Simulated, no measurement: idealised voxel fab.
process module | voxel quadruple lines
cross-section cut | 215 nm wide | cells 5 nm
A cross-section is a grid of square cells, given in bands from the top down. A band is one or more rows of cells.
Each band's line starts with the height of the band's top and of its bottom, in nm. Then come its materials from left to right, each with its width in nm. One material with "throughout" fills the band from edge to edge. "air" is empty space.
Height 0 is the level under which the wafer as received is all one material. The lowest band goes on downwards, as in "0 down".
A width such as "30 to 40" changes by the same amount from each row of cells to the next, from the band's top row to its bottom row.
"no change" after a step means that no cell of the cross-section changed.
closed voids: empty space of 8 cells or more with no open way to the top, each as width x height at its distance from the left edge, in nm
after a step's settings: what the simulator itself notes on the step
overlay nm, on a step with a mask: how far to the right of its planned place the mask lay; to the left if negative
plan
1 op RECEIVE | material Si
2 op CONFORMAL_DEP | material SiO2 | thk nm 10
3 op DIRECTIONAL_DEP | material Ru | thk nm 15
4 op DIRECTIONAL_DEP | material polySi | thk nm 15
5 op DIRECTIONAL_DEP | material aC | thk nm 25
6 op PATTERN | tone cover | mask id MANDREL | material resist | width nm 20 | pitch nm 60 | thk nm 35 | overlay nm 0
7 op DIRECTIONAL_ETCH | etch materials aC | depth nm 25
8 op STRIP | etch materials resist
9 op CONFORMAL_DEP | material SiO2 | thk nm 10
10 op DIRECTIONAL_ETCH | etch materials SiO2 | depth nm 10
11 op STRIP | etch materials aC
12 op DIRECTIONAL_ETCH | etch materials polySi | depth nm 15
13 op STRIP | etch materials SiO2
14 op CONFORMAL_DEP | material SiCN | thk nm 5
15 op DIRECTIONAL_ETCH | etch materials SiCN | depth nm 5
16 op STRIP | etch materials polySi
17 op DIRECTIONAL_ETCH | etch materials Ru | depth nm 15
18 op STRIP | etch materials SiCN
19 op FILL_DEP | material lowk | thk nm 10
20 op CMP | height nm 25
as received, after step 1
  0 down: Si throughout
  closed voids: none
a wafer at the end: this start, this plan, one mistake
  25 to 10: polySi 50 | Ru 5 | polySi 10 | Ru 5 | polySi 10 | Ru 5 | polySi 10 | Ru 5 | polySi 10 | Ru 5 | polySi 10 | Ru 5 | polySi 10 | Ru 5 | polySi 10 | Ru 5 | polySi 55
  10 to 0: SiO2 throughout
  0 down: Si throughout
  closed voids: none
what went wrong: step 19 ran as: op FILL_DEP | material polySi | thk nm 10
